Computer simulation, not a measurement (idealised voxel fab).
Documented hereafter: the process module known as voxel self aligned contacts.
In the cross-section labelled cut, the width is 290 nm and each square cell is 5 nm.
If you're reading a cross-section in this doc, picture square cells in a grid; it comes to you as bands, top ones listed first down to the bottom, and a band can be one or more rows of cells.
Basically the band line says how high the top is and how high the bottom is, in nm, and then what's in it from left to right, every material with its width in nm. Empty space shows up as "empty", and if a single material carries "all across" it runs the full band edge to edge.
For the purposes of this specification, 0 denotes the height below which the wafer in its as-received condition is composed wholly of one material, and the lowermost band, lacking a lower limit, extends downward without end, as expressed in "z 0 and below".
So if you see something like "30..40" for the width, read it as the top row of the band sitting at the first number and the bottom row at the second, with every row in between moving by the same amount as the last.
Given "no modifications" for a step, no cell of the cross-section differs between before and after that step.
"Closed empty spaces" enumerates empty spaces isolated from the top, with no open way to it, that contain at least 8 cells, giving each as width x height at distance from the left edge, all three in nm.
Where a step's line continues beyond its settings, the continuation is a remark by the simulator itself on that step.
What "overlay nm" on a step's line means: if the step has a mask, that mask lay this far to the right of its planned place, or, when the value is negative, to the left.

-- The following list gives the planned process steps
1) RECEIVE,material Si
2) CONFORMAL_DEP,material SiO2,thk nm 5
3) DIRECTIONAL_DEP,material polySi,thk nm 25
4) DIRECTIONAL_DEP,material SiN,thk nm 20
5) DIRECTIONAL_DEP,material aC,thk nm 10
6) PATTERN,tone cover,mask id GATE,material resist,width nm 35,pitch nm 80,thk nm 25,overlay nm 0
7) DIRECTIONAL_ETCH,etch materials aC,depth nm 10
8) STRIP,etch materials resist
9) DIRECTIONAL_ETCH,etch materials SiN,depth nm 20
10) DIRECTIONAL_ETCH,etch materials polySi,depth nm 25
11) STRIP,etch materials aC
12) CONFORMAL_DEP,material SiN,thk nm 10
13) DIRECTIONAL_ETCH,etch materials SiN,depth nm 10
14) FILL_DEP,material SiO2,thk nm 15
15) CMP,height nm 55
16) MASKED_ETCH,tone open,mask id CONTACT,width nm 65,pitch nm 80,etch materials SiO2,depth nm 55,overlay nm 0
17) CONFORMAL_DEP,material TiN,thk nm 5
18) FILL_DEP,material W,thk nm 5
19) CMP,height nm 55
20) CONFORMAL_DEP,material SiN,thk nm 5

-- Cross-section of the wafer as it came to us, i.e., already through step 1
  z 0 and below | Si all across
  Closed empty spaces: none

-- The cross-section shown corresponds to the wafer at the conclusion of the module. The initial structure and the process plan are those presented above; however, one mistake occurred in executing the plan
  z 60 to 55 | SiN all across
  z 55 to 50 | 80 nm SiO2  15 nm TiN  15 nm W  35 nm TiN  15 nm SiO2  15 nm TiN  15 nm W  35 nm TiN  65 nm SiO2
  z 50 to 30 | 35 nm SiO2  55 nm SiN  5 nm TiN  15 nm W  5 nm TiN  55 nm SiN  5 nm TiN  15 nm W  5 nm TiN  55 nm SiN  40 nm SiO2
  z 30 to 5 | 35 nm SiO2  10 nm SiN  35 nm polySi  10 nm SiN  5 nm TiN  15 nm W  5 nm TiN  10 nm SiN  35 nm polySi  10 nm SiN  5 nm TiN  15 nm W  5 nm TiN  10 nm SiN  35 nm polySi  10 nm SiN  40 nm SiO2
  z 5 to 0 | 90 nm SiO2  25 nm TiN  55 nm SiO2  25 nm TiN  95 nm SiO2
  z 0 and below | Si all across
  Closed empty spaces: none
Run error: step 16 did not happen as planned, as run it was MASKED_ETCH,tone open,mask id CONTACT,width nm 65,pitch nm 80,etch materials SiO2,depth nm 55,overlay nm 10
